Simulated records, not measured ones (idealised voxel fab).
A process module follows: voxel air gaps.
Square cells of 5 nm make up the cross-section cut, whose width is 235 nm.
A cross-section is a grid of square cells, given in bands from the top down. A band is one or more rows of cells. The entry gives the band's vertical extent as a top height and a bottom height in nm, then its horizontal make-up as materials from left to right, each with a width in nm. "air" stands for empty space; a single material marked "all across" fills the band edge to edge. Measure heights from 0. That's the level where, below it, the as-received wafer is all one material. The lowest band is bottomless and extends downward; write it as in "0 -> down". A width such as "30->40" changes by the same amount from each row of cells to the next, from the band's top row to its bottom row. For the purposes of this document, the phrase "left unchanged" attached to a step denotes that no cell within the cross-section was modified by that step. For the entry "Closed void table", the listed items are empty spaces with no open way to the top whose size is 8 cells or more; each item follows the pattern width x height at distance, where distance is from the left edge and all three are in nm. Where a step's line continues beyond its settings, the continuation is a remark by the simulator itself on that step. You can add "overlay nm" to a step's line. For a step with a mask, it describes how far the mask lay to the right of its planned position, and a negative number describes a lay to the left.

## Intended process steps
step 1: RECEIVE (material Si)
step 2: CONFORMAL_DEP (material SiO2; thk nm 15)
step 3: CONFORMAL_DEP (material SiCN; thk nm 5)
step 4: DIRECTIONAL_DEP (material lowk; thk nm 30)
step 5: PATTERN (tone open; mask id LINES; material resist; width nm 20; pitch nm 50; thk nm 15; overlay nm 0)
step 6: DIRECTIONAL_ETCH (etch materials lowk; depth nm 30)
step 7: STRIP (etch materials resist)
step 8: CONFORMAL_DEP (material TiN; thk nm 5)
step 9: FILL_DEP (material W; thk nm 5)
step 10: CMP (height nm 50)
step 11: EPI (material Ru; thk nm 10)
step 12: SELECTIVE_ETCH (etch materials lowk; depth nm 40)
step 13: CONFORMAL_DEP (material SiCN; thk nm 5)

## Of two wafers, the first: run according to plan

## Cross-section of the wafer at receipt, which is the condition after step 1
> 0 -> down | Si all across
> Closed void table: none

## The wafer in cross-section once step 2 is complete
> 15 -> 0 | SiO2 all across
> Under the height 0 nothing was changed.

## The wafer in cross-section once step 3 is complete
> 20 -> 15 | SiCN all across
> Under the height 15 nothing was changed.

## The wafer in cross-section once step 4 is complete
> 50 -> 20 | lowk all across
> Under the height 20 nothing was changed.

## The wafer in cross-section once step 5 is complete
> 65 -> 50 | resist (55) | air (20) | resist (30) | air (20) | resist (30) | air (20) | resist (60)
> Under the height 50 nothing was changed.

## The wafer in cross-section once step 6 is complete
> 65 -> 50 | resist (55) | air (20) | resist (30) | air (20) | resist (30) | air (20) | resist (60)
> 50 -> 20 | lowk (55) | air (20) | lowk (30) | air (20) | lowk (30) | air (20) | lowk (60)
> Under the height 20 nothing was changed.

## The wafer in cross-section once step 7 is complete
> 50 -> 20 | lowk (55) | air (20) | lowk (30) | air (20) | lowk (30) | air (20) | lowk (60)
> Under the height 20 nothing was changed.

## The wafer in cross-section once step 8 is complete
> 55 -> 50 | TiN (60) | air (10) | TiN (40) | air (10) | TiN (40) | air (10) | TiN (65)
> 50 -> 25 | lowk (55) | TiN (5) | air (10) | TiN (5) | lowk (30) | TiN (5) | air (10) | TiN (5) | lowk (30) | TiN (5) | air (10) | TiN (5) | lowk (60)
> 25 -> 20 | lowk (55) | TiN (20) | lowk (30) | TiN (20) | lowk (30) | TiN (20) | lowk (60)
> Under the height 20 nothing was changed.

## The wafer in cross-section once step 9 is complete
> 60 -> 55 | W all across
> 55 -> 50 | TiN (60) | W (10) | TiN (40) | W (10) | TiN (40) | W (10) | TiN (65)
> 50 -> 25 | lowk (55) | TiN (5) | W (10) | TiN (5) | lowk (30) | TiN (5) | W (10) | TiN (5) | lowk (30) | TiN (5) | W (10) | TiN (5) | lowk (60)
> Under the height 25 nothing was changed.

## The wafer in cross-section once step 10 is complete
> 50 -> 25 | lowk (55) | TiN (5) | W (10) | TiN (5) | lowk (30) | TiN (5) | W (10) | TiN (5) | lowk (30) | TiN (5) | W (10) | TiN (5) | lowk (60)
> Under the height 25 nothing was changed.

## The wafer in cross-section once step 11 is complete
> 60 -> 50 | air (45) | Ru (40) | air (10) | Ru (40) | air (10) | Ru (40) | air (50)
> Under the height 50 nothing was changed.

## The wafer in cross-section once step 12 is complete
> 60 -> 50 | air (45) | Ru (40) | air (10) | Ru (40) | air (10) | Ru (40) | air (50)
> 50 -> 25 | air (55) | TiN (5) | W (10) | TiN (5) | air (30) | TiN (5) | W (10) | TiN (5) | air (30) | TiN (5) | W (10) | TiN (5) | air (60)
> 25 -> 20 | air (55) | TiN (20) | air (30) | TiN (20) | air (30) | TiN (20) | air (60)
> Under the height 20 nothing was changed.

## The wafer in cross-section once step 13 is complete
> 65 -> 60 | air (40) | SiCN (150) | air (45)
> 60 -> 50 | air (40) | SiCN (5) | Ru (40) | SiCN (10) | Ru (40) | SiCN (10) | Ru (40) | SiCN (5) | air (45)
> 50 -> 45 | air (40) | SiCN (15) | TiN (5) | W (10) | TiN (5) | SiCN (30) | TiN (5) | W (10) | TiN (5) | SiCN (30) | TiN (5) | W (10) | TiN (5) | SiCN (15) | air (45)
> 45 -> 25 | air (50) | SiCN (5) | TiN (5) | W (10) | TiN (5) | SiCN (5) | air (20) | SiCN (5) | TiN (5) | W (10) | TiN (5) | SiCN (5) | air (20) | SiCN (5) | TiN (5) | W (10) | TiN (5) | SiCN (5) | air (55)
> 25 -> 20 | SiCN (55) | TiN (20) | SiCN (30) | TiN (20) | SiCN (30) | TiN (20) | SiCN (60)
> Under the height 20 nothing was changed.
> Closed void table: 20 x 20 at 80; 20 x 20 at 130

## Second wafer, same starting conditions and recipe as the first, one mistake in executing it, nothing differs from the first up to and including step 4

## X-section, second wafer, when step 5 was due to finish
> 65 -> 50 | air (55) | resist (20) | air (30) | resist (20) | air (30) | resist (20) | air (60)
> Under the height 50 nothing was changed.

## X-section, second wafer, when step 6 was due to finish
> 65 -> 50 | air (55) | resist (20) | air (30) | resist (20) | air (30) | resist (20) | air (60)
> 50 -> 20 | air (55) | lowk (20) | air (30) | lowk (20) | air (30) | lowk (20) | air (60)
> Under the height 20 nothing was changed.

## X-section, second wafer, when step 7 was due to finish
> 50 -> 20 | air (55) | lowk (20) | air (30) | lowk (20) | air (30) | lowk (20) | air (60)
> Under the height 20 nothing was changed.

## X-section, second wafer, when step 8 was due to finish
> 55 -> 50 | air (50) | TiN (30) | air (20) | TiN (30) | air (20) | TiN (30) | air (55)
> 50 -> 25 | air (50) | TiN (5) | lowk (20) | TiN (5) | air (20) | TiN (5) | lowk (20) | TiN (5) | air (20) | TiN (5) | lowk (20) | TiN (5) | air (55)
> 25 -> 20 | TiN (55) | lowk (20) | TiN (30) | lowk (20) | TiN (30) | lowk (20) | TiN (60)
> Under the height 20 nothing was changed.

## X-section, second wafer, when step 9 was due to finish
> 60 -> 55 | W all across
> 55 -> 50 | W (50) | TiN (30) | W (20) | TiN (30) | W (20) | TiN (30) | W (55)
> 50 -> 25 | W (50) | TiN (5) | lowk (20) | TiN (5) | W (20) | TiN (5) | lowk (20) | TiN (5) | W (20) | TiN (5) | lowk (20) | TiN (5) | W (55)
> Under the height 25 nothing was changed.

## X-section, second wafer, when step 10 was due to finish
> 50 -> 25 | W (50) | TiN (5) | lowk (20) | TiN (5) | W (20) | TiN (5) | lowk (20) | TiN (5) | W (20) | TiN (5) | lowk (20) | TiN (5) | W (55)
> Under the height 25 nothing was changed.

## X-section, second wafer, when step 11 was due to finish
> 60 -> 50 | Ru all across
> Under the height 50 nothing was changed.

X-section, second wafer, when step 12 was due to finish: left unchanged

## X-section, second wafer, when step 13 was due to finish
> 65 -> 60 | SiCN all across
> Under the height 60 nothing was changed.
Which mistake was made when the wafer was run? it should be noted that step 5 was executed with settings other than those planned, the operation and settings actually applied being PATTERN (tone cover; mask id LINES; material resist; width nm 20; pitch nm 50; thk nm 15; overlay nm 0)
Upon completion, the second wafer contains, in terms of cells, a greater or smaller amount of certain materials than the first wafer: 46 more of Ru | 72 fewer of SiCN | 23 more of TiN | 115 more of W | 72 more of lowk
First wafer closed voids (final) = 2; second wafer closed voids (final) = 0.
